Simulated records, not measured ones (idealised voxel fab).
Presented below is a process module, voxel self aligned contacts.
Cross-section cut spans 200 nm and uses square cells 5 nm in size.
Cross-section, as written here: a square-cell grid given band by band from the top down, where a band holds one or more rows of cells.
Within each band entry, the heights of the top and of the bottom of the band appear first, in that order and in nm; the materials of the band then follow from left to right, each with its corresponding width in nm. The designation "all across" on a single material indicates that it fills the band from edge to edge; the designation "empty" indicates empty space.
Height datum 0, below which the as-received substrate wafer is one material. Lowest band open at the bottom, running downward: "z 0 and below".
When a width is written as two numbers, as in "30->40", the first number is the width in the top row of cells of the band and the second is the width in its bottom row, and the width changes by the same amount from each row to the next.
Where the words "no change" appear for a step, the cross-section shows no cell changed by that step; every cell remained as before.
So "Closed empty spaces" is basically the list of trapped voids: any empty space of 8 cells or more that can't reach the top through an opening. They're written width x height at distance, the distance being from the left edge, and it's all nm.
On each step's line, the part that comes after the settings is the simulator's own comment on the step.
For masked steps, "overlay nm" on the step line gives how far right of plan the mask actually lay; a minus sign means it lay to the left.
Every pair from here on: before one process step, after it. The after cross-section reaches only to the lowest band that changed. Below the pair: the step in between and its settings. Pairs can belong to different runs of this module on the same starting wafer; a pair carries on from the pair above only if the entry headed "Pre-process cross-section" says so.

[Pre-process cross-section]
  z 0 and below  Si all across
  Closed empty spaces: none

[Post-Step Cross-Section]
  z 0 to -5  SiO2 all across
  Beneath the level -5, the cross-section is identical to its previous state.
  Closed empty spaces: none
Step sandwiched between the two cross-sections above: OXIDIZE with depth nm 5

Pre-process cross-section: nothing new to draw here, it's the after view of the pair just above.

[Post-Step Cross-Section]
  z 30 to 0  polySi all across
  Beneath the level 0, the cross-section is identical to its previous state.
  Closed empty spaces: none
Step sandwiched between the two cross-sections above: DIRECTIONAL_DEP with material polySi, thk nm 30

Pre-process cross-section: nothing new to draw here, it's the after view of the pair just above.

[Post-Step Cross-Section]
  z 55 to 30  SiN all across
  Beneath the level 30, the cross-section is identical to its previous state.
  Closed empty spaces: none
Step sandwiched between the two cross-sections above: DIRECTIONAL_DEP with material SiN, thk nm 25

Pre-process cross-section: nothing new to draw here, it's the after view of the pair just above.

[Post-Step Cross-Section]
  z 55 to 30  empty=25 | SiN=25 | empty=35 | SiN=25 | empty=35 | SiN=25 | empty=30
  Beneath the level 30, the cross-section is identical to its previous state.
  Closed empty spaces: none
Step sandwiched between the two cross-sections above: MASKED_ETCH with tone cover, mask id GATE, width nm 25, pitch nm 60, etch materials SiN, depth nm 25, overlay nm 0

Pre-process cross-section: nothing new to draw here, it's the after view of the pair just above.

[Post-Step Cross-Section]
  z 55 to 30  empty=25 | SiN=25 | empty=35 | SiN=25 | empty=35 | SiN=25 | empty=30
  z 30 to 0  empty=25 | polySi=25 | empty=35 | polySi=25 | empty=35 | polySi=25 | empty=30
  Beneath the level 0, the cross-section is identical to its previous state.
  Closed empty spaces: none
Step sandwiched between the two cross-sections above: MASKED_ETCH with tone cover, mask id GATE, width nm 25, pitch nm 60, etch materials polySi, depth nm 30, overlay nm 0

Pre-process cross-section: nothing new to draw here, it's the after view of the pair just above.

[Post-Step Cross-Section]
  z 65 to 30  empty=15 | SiN=45 | empty=15 | SiN=45 | empty=15 | SiN=45 | empty=20
  z 30 to 10  empty=15 | SiN=10 | polySi=25 | SiN=10 | empty=15 | SiN=10 | polySi=25 | SiN=10 | empty=15 | SiN=10 | polySi=25 | SiN=10 | empty=20
  z 10 to 0  SiN=25 | polySi=25 | SiN=35 | polySi=25 | SiN=35 | polySi=25 | SiN=30
  Beneath the level 0, the cross-section is identical to its previous state.
  Closed empty spaces: none
Step sandwiched between the two cross-sections above: CONFORMAL_DEP with material SiN, thk nm 10

Pre-process cross-section: nothing new to draw here, it's the after view of the pair just above.

[Post-Step Cross-Section]
  z 55 to 30  empty=15 | SiN=45 | empty=15 | SiN=45 | empty=15 | SiN=45 | empty=20
  z 30 to 0  empty=15 | SiN=10 | polySi=25 | SiN=10 | empty=15 | SiN=10 | polySi=25 | SiN=10 | empty=15 | SiN=10 | polySi=25 | SiN=10 | empty=20
  Beneath the level 0, the cross-section is identical to its previous state.
  Closed empty spaces: none
Step sandwiched between the two cross-sections above: DIRECTIONAL_ETCH with etch materials SiN, depth nm 10

Pre-process cross-section: nothing new to draw here, it's the after view of the pair just above.

[Post-Step Cross-Section]
  z 70 to 55  SiO2 all across
  z 55 to 30  SiO2=15 | SiN=45 | SiO2=15 | SiN=45 | SiO2=15 | SiN=45 | SiO2=20
  z 30 to 0  SiO2=15 | SiN=10 | polySi=25 | SiN=10 | SiO2=15 | SiN=10 | polySi=25 | SiN=10 | SiO2=15 | SiN=10 | polySi=25 | SiN=10 | SiO2=20
  Beneath the level 0, the cross-section is identical to its previous state.
  Closed empty spaces: none
Step sandwiched between the two cross-sections above: FILL_DEP with material SiO2, thk nm 15

Pre-process cross-section: nothing new to draw here, it's the after view of the pair just above.

[Post-Step Cross-Section]
  z 65 to 55  SiO2 all across
  Beneath the level 55, the cross-section is identical to its previous state.
  Closed empty spaces: none
Step sandwiched between the two cross-sections above: CMP with height nm 65

Pre-process cross-section: nothing new to draw here, it's the after view of the pair just above.

[Post-Step Cross-Section]
  z 65 to 55  SiO2=45 | empty=45 | SiO2=15 | empty=45 | SiO2=50
  z 55 to 30  SiO2=15 | SiN=45 | empty=15 | SiN=45 | empty=15 | SiN=45 | SiO2=20
  z 30 to 0  SiO2=15 | SiN=10 | polySi=25 | SiN=10 | empty=15 | SiN=10 | polySi=25 | SiN=10 | empty=15 | SiN=10 | polySi=25 | SiN=10 | SiO2=20
  z 0 to -5  SiO2=60 | empty=15 | SiO2=45 | empty=15 | SiO2=65
  Beneath the level -5, the cross-section is identical to its previous state.
  Closed empty spaces: none
Step sandwiched between the two cross-sections above: MASKED_ETCH with tone open, mask id CONTACT, width nm 45, pitch nm 60, etch materials SiO2, depth nm 70, overlay nm 0

Pre-process cross-section: nothing new to draw here, it's the after view of the pair just above.

[Post-Step Cross-Section]
  z 70 to 65  TiN=50 | empty=35 | TiN=25 | empty=35 | TiN=55
  z 65 to 55  SiO2=45 | TiN=5->20 | empty=35->5 | TiN=5->20 | SiO2=15 | TiN=5->20 | empty=35->5 | TiN=5->20 | SiO2=50
  z 55 to 30  SiO2=15 | SiN=45 | TiN=5 | empty=5 | TiN=5 | SiN=45 | TiN=5 | empty=5 | TiN=5 | SiN=45 | SiO2=20
  z 30 to 0  SiO2=15 | SiN=10 | polySi=25 | SiN=10 | TiN=5 | empty=5 | TiN=5 | SiN=10 | polySi=25 | SiN=10 | TiN=5 | empty=5 | TiN=5 | SiN=10 | polySi=25 | SiN=10 | SiO2=20
  z 0 to -5  SiO2=60 | TiN=15 | SiO2=45 | TiN=15 | SiO2=65
  Beneath the level -5, the cross-section is identical to its previous state.
  Closed empty spaces: none
Step sandwiched between the two cross-sections above: CONFORMAL_DEP with material TiN, thk nm 5

Pre-process cross-section: nothing new to draw here, it's the after view of the pair just above.

[Post-Step Cross-Section]
  z 80 to 70  W all across
  z 70 to 65  TiN=50 | W=35 | TiN=25 | W=35 | TiN=55
  z 65 to 55  SiO2=45 | TiN=5->20 | W=35->5 | TiN=5->20 | SiO2=15 | TiN=5->20 | W=35->5 | TiN=5->20 | SiO2=50
  z 55 to 30  SiO2=15 | SiN=45 | TiN=5 | W=5 | TiN=5 | SiN=45 | TiN=5 | W=5 | TiN=5 | SiN=45 | SiO2=20
  z 30 to 0  SiO2=15 | SiN=10 | polySi=25 | SiN=10 | TiN=5 | W=5 | TiN=5 | SiN=10 | polySi=25 | SiN=10 | TiN=5 | W=5 | TiN=5 | SiN=10 | polySi=25 | SiN=10 | SiO2=20
  Beneath the level 0, the cross-section is identical to its previous state.
  Closed empty spaces: none
Step sandwiched between the two cross-sections above: FILL_DEP with material W, thk nm 10

Pre-process cross-section: nothing new to draw here, it's the after view of the pair just above.

[Post-Step Cross-Section]
  z 65 to 55  SiO2=45 | TiN=5->20 | W=35->5 | TiN=5->20 | SiO2=15 | TiN=5->20 | W=35->5 | TiN=5->20 | SiO2=50
  Beneath the level 55, the cross-section is identical to its previous state.
  Closed empty spaces: none
Step sandwiched between the two cross-sections above: CMP with height nm 65

Pre-process cross-section: nothing new to draw here, it's the after view of the pair just above.

[Post-Step Cross-Section]
  z 70 to 65  SiCN all across
  Beneath the level 65, the cross-section is identical to its previous state.
  Closed empty spaces: none
Step sandwiched between the two cross-sections above: CONFORMAL_DEP with material SiCN, thk nm 5

[Pre-process cross-section]
  z 80 to 70  W all across
  z 70 to 65  TiN=50 | W=35 | TiN=25 | W=35 | TiN=55
  z 65 to 55  SiO2=45 | TiN=5->20 | W=35->5 | TiN=5->20 | SiO2=15 | TiN=5->20 | W=35->5 | TiN=5->20 | SiO2=50
  z 55 to 30  SiO2=15 | SiN=45 | TiN=5 | W=5 | TiN=5 | SiN=45 | TiN=5 | W=5 | TiN=5 | SiN=45 | SiO2=20
  z 30 to 0  SiO2=15 | SiN=10 | polySi=25 | SiN=10 | TiN=5 | W=5 | TiN=5 | SiN=10 | polySi=25 | SiN=10 | TiN=5 | W=5 | TiN=5 | SiN=10 | polySi=25 | SiN=10 | SiO2=20
  z 0 to -5  SiO2=60 | TiN=15 | SiO2=45 | TiN=15 | SiO2=65
  z -5 and below  Si all across
  Closed empty spaces: none

[Post-Step Cross-Section]
  z 85 to 80  SiCN all across
  Beneath the level 80, the cross-section is identical to its previous state.
  Closed empty spaces: none
Step sandwiched between the two cross-sections above: CONFORMAL_DEP with material SiCN, thk nm 5

[Pre-process cross-section]
  z 30 to 0  polySi all across
  z 0 to -5  SiO2 all across
  z -5 and below  Si all across
  Closed empty spaces: none

[Post-Step Cross-Section]
  z 60 to 0  polySi all across
  Beneath the level 0, the cross-section is identical to its previous state.
  Closed empty spaces: none
Step sandwiched between the two cross-sections above: DIRECTIONAL_DEP with material polySi, thk nm 30

Pre-process cross-section: nothing new to draw here, it's the after view of the pair just above.

[Post-Step Cross-Section]
  z 85 to 60  SiN all across
  Beneath the level 60, the cross-section is identical to its previous state.
  Closed empty spaces: none
Step sandwiched between the two cross-sections above: DIRECTIONAL_DEP with material SiN, thk nm 25

Pre-process cross-section: nothing new to draw here, it's the after view of the pair just above.

[Post-Step Cross-Section]
  z 85 to 60  empty=25 | SiN=25 | empty=35 | SiN=25 | empty=35 | SiN=25 | empty=30
  Beneath the level 60, the cross-section is identical to its previous state.
  Closed empty spaces: none
Step sandwiched between the two cross-sections above: MASKED_ETCH with tone cover, mask id GATE, width nm 25, pitch nm 60, etch materials SiN, depth nm 25, overlay nm 0

Pre-process cross-section: nothing new to draw here, it's the after view of the pair just above.

[Post-Step Cross-Section]
  z 85 to 60  empty=25 | SiN=25 | empty=35 | SiN=25 | empty=35 | SiN=25 | empty=30
  z 60 to 30  empty=25 | polySi=25 | empty=35 | polySi=25 | empty=35 | polySi=25 | empty=30
  Beneath the level 30, the cross-section is identical to its previous state.
  Closed empty spaces: none
Step sandwiched between the two cross-sections above: MASKED_ETCH with tone cover, mask id GATE, width nm 25, pitch nm 60, etch materials polySi, depth nm 30, overlay nm 0

Pre-process cross-section: nothing new to draw here, it's the after view of the pair just above.

[Post-Step Cross-Section]
  z 95 to 60  empty=15 | SiN=45 | empty=15 | SiN=45 | empty=15 | SiN=45 | empty=20
  z 60 to 40  empty=15 | SiN=10 | polySi=25 | SiN=10 | empty=15 | SiN=10 | polySi=25 | SiN=10 | empty=15 | SiN=10 | polySi=25 | SiN=10 | empty=20
  z 40 to 30  SiN=25 | polySi=25 | SiN=35 | polySi=25 | SiN=35 | polySi=25 | SiN=30
  Beneath the level 30, the cross-section is identical to its previous state.
  Closed empty spaces: none
Step sandwiched between the two cross-sections above: CONFORMAL_DEP with material SiN, thk nm 10

Pre-process cross-section: nothing new to draw here, it's the after view of the pair just above.

[Post-Step Cross-Section]
  z 85 to 60  empty=15 | SiN=45 | empty=15 | SiN=45 | empty=15 | SiN=45 | empty=20
  z 60 to 30  empty=15 | SiN=10 | polySi=25 | SiN=10 | empty=15 | SiN=10 | polySi=25 | SiN=10 | empty=15 | SiN=10 | polySi=25 | SiN=10 | empty=20
  Beneath the level 30, the cross-section is identical to its previous state.
  Closed empty spaces: none
Step sandwiched between the two cross-sections above: DIRECTIONAL_ETCH with etch materials SiN, depth nm 10

Pre-process cross-section: nothing new to draw here, it's the after view of the pair just above.

[Post-Step Cross-Section]
  z 100 to 85  SiO2 all across
  z 85 to 60  SiO2=15 | SiN=45 | SiO2=15 | SiN=45 | SiO2=15 | SiN=45 | SiO2=20
  z 60 to 30  SiO2=15 | SiN=10 | polySi=25 | SiN=10 | SiO2=15 | SiN=10 | polySi=25 | SiN=10 | SiO2=15 | SiN=10 | polySi=25 | SiN=10 | SiO2=20
  Beneath the level 30, the cross-section is identical to its previous state.
  Closed empty spaces: none
Step sandwiched between the two cross-sections above: FILL_DEP with material SiO2, thk nm 15

Pre-process cross-section: nothing new to draw here, it's the after view of the pair just above.

[Post-Step Cross-Section]
  z 65 to 60  SiO2=15 | SiN=45 | SiO2=15 | SiN=45 | SiO2=15 | SiN=45 | SiO2=20
  Beneath the level 60, the cross-section is identical to its previous state.
  Closed empty spaces: none
Step sandwiched between the two cross-sections above: CMP with height nm 65

Pre-process cross-section: nothing new to draw here, it's the after view of the pair just above.

[Post-Step Cross-Section]
  z 65 to 60  SiO2=15 | SiN=45 | empty=15 | SiN=45 | empty=15 | SiN=45 | SiO2=20
  z 60 to 30  SiO2=15 | SiN=10 | polySi=25 | SiN=10 | empty=15 | SiN=10 | polySi=25 | SiN=10 | empty=15 | SiN=10 | polySi=25 | SiN=10 | SiO2=20
  Beneath the level 30, the cross-section is identical to its previous state.
  Closed empty spaces: none
Step sandwiched between the two cross-sections above: MASKED_ETCH with tone open, mask id CONTACT, width nm 45, pitch nm 60, etch materials SiO2, depth nm 70, overlay nm 0

Pre-process cross-section: nothing new to draw here, it's the after view of the pair just above.

[Post-Step Cross-Section]
  z 70 to 65  TiN=65 | empty=5 | TiN=55 | empty=5 | TiN=70
  z 65 to 60  SiO2=15 | SiN=45 | TiN=5 | empty=5 | TiN=5 | SiN=45 | TiN=5 | empty=5 | TiN=5 | SiN=45 | SiO2=20
  z 60 to 35  SiO2=15 | SiN=10 | polySi=25 | SiN=10 | TiN=5 | empty=5 | TiN=5 | SiN=10 | polySi=25 | SiN=10 | TiN=5 | empty=5 | TiN=5 | SiN=10 | polySi=25 | SiN=10 | SiO2=20
  z 35 to 30  SiO2=15 | SiN=10 | polySi=25 | SiN=10 | TiN=15 | SiN=10 | polySi=25 | SiN=10 | TiN=15 | SiN=10 | polySi=25 | SiN=10 | SiO2=20
  Beneath the level 30, the cross-section is identical to its previous state.
  Closed empty spaces: none
Step sandwiched between the two cross-sections above: CONFORMAL_DEP with material TiN, thk nm 5

Pre-process cross-section: nothing new to draw here, it's the after view of the pair just above.

[Post-Step Cross-Section]
  z 80 to 70  W all across
  z 70 to 65  TiN=65 | W=5 | TiN=55 | W=5 | TiN=70
  z 65 to 60  SiO2=15 | SiN=45 | TiN=5 | W=5 | TiN=5 | SiN=45 | TiN=5 | W=5 | TiN=5 | SiN=45 | SiO2=20
  z 60 to 35  SiO2=15 | SiN=10 | polySi=25 | SiN=10 | TiN=5 | W=5 | TiN=5 | SiN=10 | polySi=25 | SiN=10 | TiN=5 | W=5 | TiN=5 | SiN=10 | polySi=25 | SiN=10 | SiO2=20
  Beneath the level 35, the cross-section is identical to its previous state.
  Closed empty spaces: none
Step sandwiched between the two cross-sections above: FILL_DEP with material W, thk nm 10

Pre-process cross-section: nothing new to draw here, it's the after view of the pair just above.

[Post-Step Cross-Section]
  z 65 to 60  SiO2=15 | SiN=45 | TiN=5 | W=5 | TiN=5 | SiN=45 | TiN=5 | W=5 | TiN=5 | SiN=45 | SiO2=20
  Beneath the level 60, the cross-section is identical to its previous state.
  Closed empty spaces: none
Step sandwiched between the two cross-sections above: CMP with height nm 65

Pre-process cross-section: nothing new to draw here, it's the after view of the pair just above.

[Post-Step Cross-Section]
  z 70 to 65  SiCN all across
  Beneath the level 65, the cross-section is identical to its previous state.
  Closed empty spaces: none
Step sandwiched between the two cross-sections above: CONFORMAL_DEP with material SiCN, thk nm 5

[Pre-process cross-section]
  z 0 to -5  SiO2 all across
  z -5 and below  Si all across
  Closed empty spaces: none

[Post-Step Cross-Section]
  z 25 to 0  SiN all across
  Beneath the level 0, the cross-section is identical to its previous state.
  Closed empty spaces: none
Step sandwiched between the two cross-sections above: DIRECTIONAL_DEP with material SiN, thk nm 25

Pre-process cross-section: nothing new to draw here, it's the after view of the pair just above.

[Post-Step Cross-Section]
  z 55 to 25  polySi all across
  Beneath the level 25, the cross-section is identical to its previous state.
  Closed empty spaces: none
Step sandwiched between the two cross-sections above: DIRECTIONAL_DEP with material polySi, thk nm 30

Pre-process cross-section: nothing new to draw here, it's the after view of the pair just above.

[Post-Step Cross-Section]
  z 55 to 25  empty=25 | polySi=25 | empty=35 | polySi=25 | empty=35 | polySi=25 | empty=30
  Beneath the level 25, the cross-section is identical to its previous state.
  Closed empty spaces: none
Step sandwiched between the two cross-sections above: MASKED_ETCH with tone cover, mask id GATE, width nm 25, pitch nm 60, etch materials polySi, depth nm 30, overlay nm 0

Pre-process cross-section: nothing new to draw here, it's the after view of the pair just above.

[Post-Step Cross-Section]
  z 65 to 55  empty=15 | SiN=45 | empty=15 | SiN=45 | empty=15 | SiN=45 | empty=20
  z 55 to 35  empty=15 | SiN=10 | polySi=25 | SiN=10 | empty=15 | SiN=10 | polySi=25 | SiN=10 | empty=15 | SiN=10 | polySi=25 | SiN=10 | empty=20
  z 35 to 25  SiN=25 | polySi=25 | SiN=35 | polySi=25 | SiN=35 | polySi=25 | SiN=30
  Beneath the level 25, the cross-section is identical to its previous state.
  Closed empty spaces: none
Step sandwiched between the two cross-sections above: CONFORMAL_DEP with material SiN, thk nm 10

Pre-process cross-section: nothing new to draw here, it's the after view of the pair just above.

[Post-Step Cross-Section]
  z 55 to 25  empty=15 | SiN=10 | polySi=25 | SiN=10 | empty=15 | SiN=10 | polySi=25 | SiN=10 | empty=15 | SiN=10 | polySi=25 | SiN=10 | empty=20
  Beneath the level 25, the cross-section is identical to its previous state.
  Closed empty spaces: none
Step sandwiched between the two cross-sections above: DIRECTIONAL_ETCH with etch materials SiN, depth nm 10

Pre-process cross-section: nothing new to draw here, it's the after view of the pair just above.

[Post-Step Cross-Section]
  z 70 to 55  SiO2 all across
  z 55 to 25  SiO2=15 | SiN=10 | polySi=25 | SiN=10 | SiO2=15 | SiN=10 | polySi=25 | SiN=10 | SiO2=15 | SiN=10 | polySi=25 | SiN=10 | SiO2=20
  Beneath the level 25, the cross-section is identical to its previous state.
  Closed empty spaces: none
Step sandwiched between the two cross-sections above: FILL_DEP with material SiO2, thk nm 15

Pre-process cross-section: nothing new to draw here, it's the after view of the pair just above.

[Post-Step Cross-Section]
  z 65 to 55  SiO2 all across
  Beneath the level 55, the cross-section is identical to its previous state.
  Closed empty spaces: none
Step sandwiched between the two cross-sections above: CMP with height nm 65

Pre-process cross-section: nothing new to draw here, it's the after view of the pair just above.

[Post-Step Cross-Section]
  z 65 to 55  SiO2=45 | empty=45 | SiO2=15 | empty=45 | SiO2=50
  z 55 to 25  SiO2=15 | SiN=10 | polySi=25 | SiN=10 | empty=15 | SiN=10 | polySi=25 | SiN=10 | empty=15 | SiN=10 | polySi=25 | SiN=10 | SiO2=20
  Beneath the level 25, the cross-section is identical to its previous state.
  Closed empty spaces: none
Step sandwiched between the two cross-sections above: MASKED_ETCH with tone open, mask id CONTACT, width nm 45, pitch nm 60, etch materials SiO2, depth nm 70, overlay nm 0

Pre-process cross-section: nothing new to draw here, it's the after view of the pair just above.

[Post-Step Cross-Section]
  z 70 to 65  TiN=50 | empty=35 | TiN=25 | empty=35 | TiN=55
  z 65 to 55  SiO2=45 | TiN=5->20 | empty=35->5 | TiN=5->20 | SiO2=15 | TiN=5->20 | empty=35->5 | TiN=5->20 | SiO2=50
  z 55 to 30  SiO2=15 | SiN=10 | polySi=25 | SiN=10 | TiN=5 | empty=5 | TiN=5 | SiN=10 | polySi=25 | SiN=10 | TiN=5 | empty=5 | TiN=5 | SiN=10 | polySi=25 | SiN=10 | SiO2=20
  z 30 to 25  SiO2=15 | SiN=10 | polySi=25 | SiN=10 | TiN=15 | SiN=10 | polySi=25 | SiN=10 | TiN=15 | SiN=10 | polySi=25 | SiN=10 | SiO2=20
  Beneath the level 25, the cross-section is identical to its previous state.
  Closed empty spaces: none
Step sandwiched between the two cross-sections above: CONFORMAL_DEP with material TiN, thk nm 5

Pre-process cross-section: nothing new to draw here, it's the after view of the pair just above.

[Post-Step Cross-Section]
  z 80 to 70  W all across
  z 70 to 65  TiN=50 | W=35 | TiN=25 | W=35 | TiN=55
  z 65 to 55  SiO2=45 | TiN=5->20 | W=35->5 | TiN=5->20 | SiO2=15 | TiN=5->20 | W=35->5 | TiN=5->20 | SiO2=50
  z 55 to 30  SiO2=15 | SiN=10 | polySi=25 | SiN=10 | TiN=5 | W=5 | TiN=5 | SiN=10 | polySi=25 | SiN=10 | TiN=5 | W=5 | TiN=5 | SiN=10 | polySi=25 | SiN=10 | SiO2=20
  Beneath the level 30, the cross-section is identical to its previous state.
  Closed empty spaces: none
Step sandwiched between the two cross-sections above: FILL_DEP with material W, thk nm 10

Pre-process cross-section: nothing new to draw here, it's the after view of the pair just above.

[Post-Step Cross-Section]
  z 65 to 55  SiO2=45 | TiN=5->20 | W=35->5 | TiN=5->20 | SiO2=15 | TiN=5->20 | W=35->5 | TiN=5->20 | SiO2=50
  Beneath the level 55, the cross-section is identical to its previous state.
  Closed empty spaces: none
Step sandwiched between the two cross-sections above: CMP with height nm 65

Pre-process cross-section: nothing new to draw here, it's the after view of the pair just above.

[Post-Step Cross-Section]
  z 70 to 65  SiCN all across
  Beneath the level 65, the cross-section is identical to its previous state.
  Closed empty spaces: none
Step sandwiched between the two cross-sections above: CONFORMAL_DEP with material SiCN, thk nm 5

[Pre-process cross-section]
  z 55 to 30  SiN all across
  z 30 to 0  polySi all across
  z 0 to -5  SiO2 all across
  z -5 and below  Si all across
  Closed empty spaces: none

[Post-Step Cross-Section]
  z 55 to 35  empty=25 | SiN=25 | empty=35 | SiN=25 | empty=35 | SiN=25 | empty=30
  Beneath the level 35, the cross-section is identical to its previous state.
  Closed empty spaces: none
Step sandwiched between the two cross-sections above: MASKED_ETCH with tone cover, mask id GATE, width nm 25, pitch nm 60, etch materials SiN, depth nm 20, overlay nm 0

Pre-process cross-section: nothing new to draw here, it's the after view of the pair just above.

[Post-Step Cross-Section]
  z 65 to 45  empty=15 | SiN=45 | empty=15 | SiN=45 | empty=15 | SiN=45 | empty=20
  z 45 to 30  SiN all across
  Beneath the level 30, the cross-section is identical to its previous state.
  Closed empty spaces: none
Step sandwiched between the two cross-sections above: CONFORMAL_DEP with material SiN, thk nm 10

Pre-process cross-section: nothing new to draw here, it's the after view of the pair just above.

[Post-Step Cross-Section]
  z 55 to 35  empty=15 | SiN=45 | empty=15 | SiN=45 | empty=15 | SiN=45 | empty=20
  Beneath the level 35, the cross-section is identical to its previous state.
  Closed empty spaces: none
Step sandwiched between the two cross-sections above: DIRECTIONAL_ETCH with etch materials SiN, depth nm 10

Pre-process cross-section: nothing new to draw here, it's the after view of the pair just above.

[Post-Step Cross-Section]
  z 70 to 55  SiO2 all across
  z 55 to 35  SiO2=15 | SiN=45 | SiO2=15 | SiN=45 | SiO2=15 | SiN=45 | SiO2=20
  Beneath the level 35, the cross-section is identical to its previous state.
  Closed empty spaces: none
Step sandwiched between the two cross-sections above: FILL_DEP with material SiO2, thk nm 15

Pre-process cross-section: nothing new to draw here, it's the after view of the pair just above.

[Post-Step Cross-Section]
  z 65 to 55  SiO2 all across
  Beneath the level 55, the cross-section is identical to its previous state.
  Closed empty spaces: none
Step sandwiched between the two cross-sections above: CMP with height nm 65

Pre-process cross-section: nothing new to draw here, it's the after view of the pair just above.

[Post-Step Cross-Section]
  z 65 to 55  SiO2=45 | empty=45 | SiO2=15 | empty=45 | SiO2=50
  z 55 to 35  SiO2=15 | SiN=45 | empty=15 | SiN=45 | empty=15 | SiN=45 | SiO2=20
  Beneath the level 35, the cross-section is identical to its previous state.
  Closed empty spaces: none
Step sandwiched between the two cross-sections above: MASKED_ETCH with tone open, mask id CONTACT, width nm 45, pitch nm 60, etch materials SiO2, depth nm 70, overlay nm 0

Pre-process cross-section: nothing new to draw here, it's the after view of the pair just above.

[Post-Step Cross-Section]
  z 70 to 65  TiN=50 | empty=35 | TiN=25 | empty=35 | TiN=55
  z 65 to 55  SiO2=45 | TiN=5->20 | empty=35->5 | TiN=5->20 | SiO2=15 | TiN=5->20 | empty=35->5 | TiN=5->20 | SiO2=50
  z 55 to 40  SiO2=15 | SiN=45 | TiN=5 | empty=5 | TiN=5 | SiN=45 | TiN=5 | empty=5 | TiN=5 | SiN=45 | SiO2=20
  z 40 to 35  SiO2=15 | SiN=45 | TiN=15 | SiN=45 | TiN=15 | SiN=45 | SiO2=20
  Beneath the level 35, the cross-section is identical to its previous state.
  Closed empty spaces: none
Step sandwiched between the two cross-sections above: CONFORMAL_DEP with material TiN, thk nm 5

Pre-process cross-section: nothing new to draw here, it's the after view of the pair just above.

[Post-Step Cross-Section]
  z 80 to 70  W all across
  z 70 to 65  TiN=50 | W=35 | TiN=25 | W=35 | TiN=55
  z 65 to 55  SiO2=45 | TiN=5->20 | W=35->5 | TiN=5->20 | SiO2=15 | TiN=5->20 | W=35->5 | TiN=5->20 | SiO2=50
  z 55 to 40  SiO2=15 | SiN=45 | TiN=5 | W=5 | TiN=5 | SiN=45 | TiN=5 | W=5 | TiN=5 | SiN=45 | SiO2=20
  Beneath the level 40, the cross-section is identical to its previous state.
  Closed empty spaces: none
Step sandwiched between the two cross-sections above: FILL_DEP with material W, thk nm 10

Pre-process cross-section: nothing new to draw here, it's the after view of the pair just above.

[Post-Step Cross-Section]
  z 65 to 55  SiO2=45 | TiN=5->20 | W=35->5 | TiN=5->20 | SiO2=15 | TiN=5->20 | W=35->5 | TiN=5->20 | SiO2=50
  Beneath the level 55, the cross-section is identical to its previous state.
  Closed empty spaces: none
Step sandwiched between the two cross-sections above: CMP with height nm 65

Pre-process cross-section: nothing new to draw here, it's the after view of the pair just above.

[Post-Step Cross-Section]
  z 70 to 65  SiCN all across
  Beneath the level 65, the cross-section is identical to its previous state.
  Closed empty spaces: none
Step sandwiched between the two cross-sections above: CONFORMAL_DEP with material SiCN, thk nm 5

[Pre-process cross-section]
  z 65 to 55  SiO2 all across
  z 55 to 30  SiO2=15 | SiN=45 | SiO2=15 | SiN=45 | SiO2=15 | SiN=45 | SiO2=20
  z 30 to 0  SiO2=15 | SiN=10 | polySi=25 | SiN=10 | SiO2=15 | SiN=10 | polySi=25 | SiN=10 | SiO2=15 | SiN=10 | polySi=25 | SiN=10 | SiO2=20
  z 0 to -5  SiO2 all across
  z -5 and below  Si all across
  Closed empty spaces: none

[Post-Step Cross-Section]
  z 65 to 55  SiO2=50 | empty=40 | SiO2=20 | empty=40 | SiO2=50
  z 55 to 30  SiO2=15 | SiN=45 | empty=15 | SiN=45 | empty=15 | SiN=45 | SiO2=20
  z 30 to 0  SiO2=15 | SiN=10 | polySi=25 | SiN=10 | empty=15 | SiN=10 | polySi=25 | SiN=10 | empty=15 | SiN=10 | polySi=25 | SiN=10 | SiO2=20
  z 0 to -5  SiO2=60 | empty=15 | SiO2=45 | empty=15 | SiO2=65
  Beneath the level -5, the cross-section is identical to its previous state.
  Closed empty spaces: none
Step sandwiched between the two cross-sections above: MASKED_ETCH with tone open, mask id CONTACT, width nm 40, pitch nm 60, etch materials SiO2, depth nm 70, overlay nm 0

Pre-process cross-section: nothing new to draw here, it's the after view of the pair just above.

[Post-Step Cross-Section]
  z 70 to 65  TiN=55 | empty=30 | TiN=30 | empty=30 | TiN=55
  z 65 to 55  SiO2=50 | TiN=5->15 | empty=30->5 | TiN=5->20 | SiO2=20 | TiN=5->15 | empty=30->5 | TiN=5->20 | SiO2=50
  z 55 to 30  SiO2=15 | SiN=45 | TiN=5 | empty=5 | TiN=5 | SiN=45 | TiN=5 | empty=5 | TiN=5 | SiN=45 | SiO2=20
  z 30 to 0  SiO2=15 | SiN=10 | polySi=25 | SiN=10 | TiN=5 | empty=5 | TiN=5 | SiN=10 | polySi=25 | SiN=10 | TiN=5 | empty=5 | TiN=5 | SiN=10 | polySi=25 | SiN=10 | SiO2=20
  z 0 to -5  SiO2=60 | TiN=15 | SiO2=45 | TiN=15 | SiO2=65
  Beneath the level -5, the cross-section is identical to its previous state.
  Closed empty spaces: none
Step sandwiched between the two cross-sections above: CONFORMAL_DEP with material TiN, thk nm 5

Pre-process cross-section: nothing new to draw here, it's the after view of the pair just above.

[Post-Step Cross-Section]
  z 80 to 70  W all across
  z 70 to 65  TiN=55 | W=30 | TiN=30 | W=30 | TiN=55
  z 65 to 55  SiO2=50 | TiN=5->15 | W=30->5 | TiN=5->20 | SiO2=20 | TiN=5->15 | W=30->5 | TiN=5->20 | SiO2=50
  z 55 to 30  SiO2=15 | SiN=45 | TiN=5 | W=5 | TiN=5 | SiN=45 | TiN=5 | W=5 | TiN=5 | SiN=45 | SiO2=20
  z 30 to 0  SiO2=15 | SiN=10 | polySi=25 | SiN=10 | TiN=5 | W=5 | TiN=5 | SiN=10 | polySi=25 | SiN=10 | TiN=5 | W=5 | TiN=5 | SiN=10 | polySi=25 | SiN=10 | SiO2=20
  Beneath the level 0, the cross-section is identical to its previous state.
  Closed empty spaces: none
Step sandwiched between the two cross-sections above: FILL_DEP with material W, thk nm 10

Pre-process cross-section: nothing new to draw here, it's the after view of the pair just above.

[Post-Step Cross-Section]
  z 65 to 55  SiO2=50 | TiN=5->15 | W=30->5 | TiN=5->20 | SiO2=20 | TiN=5->15 | W=30->5 | TiN=5->20 | SiO2=50
  Beneath the level 55, the cross-section is identical to its previous state.
  Closed empty spaces: none
Step sandwiched between the two cross-sections above: CMP with height nm 65
